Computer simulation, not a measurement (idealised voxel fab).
This is a process module. Its name is voxel gate over fins.
Cross-section cut spans 300 nm and uses square cells 5 nm in size.
Cross-section = grid of square cells, listed top down in bands; band = one or more rows.
Per band: top height and bottom height in nm, followed by the left-to-right materials and their widths in nm; "all across" marks a single material spanning edge to edge, "empty" marks empty space.
Heads up on the height convention: 0 is the point under which the incoming wafer is all one material, and the lowest band has no bottom, it just keeps going down, like "z 0 and below".
The notation "30->40" denotes a width that varies across the rows of cells in the band, beginning at the first number in the top row, finishing at the second number in the bottom row, and changing by an identical amount from each row to the next.
"no modification" (step): cross-section cells unchanged, all of them.
Each empty space that has no open way to the top and spans at least 8 cells appears under "Sealed cavities" as width x height at distance, the distance counted from the left edge, all in nm.
Anything after a step's settings on that line? It's the simulator's own note about the step.
The "overlay nm" setting may appear on a step's line; for a step that uses a mask, it gives how far to the right of its planned position the mask lay, and a negative value indicates the left.

## The steps planned for the process are as follows
step 1: RECEIVE | material Si
step 2: CONFORMAL_DEP | material SiN | thk nm 10
step 3: PATTERN | tone cover | mask id FINS | material resist | width nm 15 | pitch nm 40 | thk nm 15 | overlay nm 0
step 4: DIRECTIONAL_ETCH | etch materials SiN | depth nm 10
step 5: DIRECTIONAL_ETCH | etch materials Si | depth nm 35
step 6: STRIP | etch materials resist
step 7: FILL_DEP | material SiO2 | thk nm 15
step 8: CMP | height nm 10
step 9: SELECTIVE_ETCH | etch materials SiO2 | depth nm 25
step 10: STRIP | etch materials SiN
step 11: CONFORMAL_DEP | material HfO2 | thk nm 5
step 12: CONFORMAL_DEP | material TiN | thk nm 5
step 13: FILL_DEP | material W | thk nm 15
step 14: CMP | height nm 20
step 15: CONFORMAL_DEP | material SiN | thk nm 5

## Shown in cross-section is the wafer as received, that is, as it stands after step 1
- z 0 and below = Si all across
- Sealed cavities: none

## What the wafer looks like in cross-section after this module, when it starts as shown above and follows the plan above but one mistake is made in running it
- z 15 to 10 = SiN all across
- z 10 to 5 = W: 110  TiN: 35  W: 5  TiN: 35  W: 115
- z 5 to 0 = W: 110  TiN: 5  HfO2: 25  TiN: 5  W: 5  TiN: 5  HfO2: 25  TiN: 5  W: 115
- z 0 to -5 = W: 110  TiN: 5  HfO2: 5  Si: 15  HfO2: 5  TiN: 5  W: 5  TiN: 5  HfO2: 5  Si: 15  HfO2: 5  TiN: 5  W: 115
- z -5 to -10 = TiN: 115  HfO2: 5  Si: 15  HfO2: 5  TiN: 15  HfO2: 5  Si: 15  HfO2: 5  TiN: 120
- z -10 to -15 = HfO2: 120  Si: 15  HfO2: 25  Si: 15  HfO2: 125
- z -15 to -35 = SiO2: 120  Si: 15  SiO2: 25  Si: 15  SiO2: 125
- z -35 and below = Si all across
- Sealed cavities: none
Deviation noted in wafer processing: contrary to plan, step 14 was performed as CMP | height nm 10
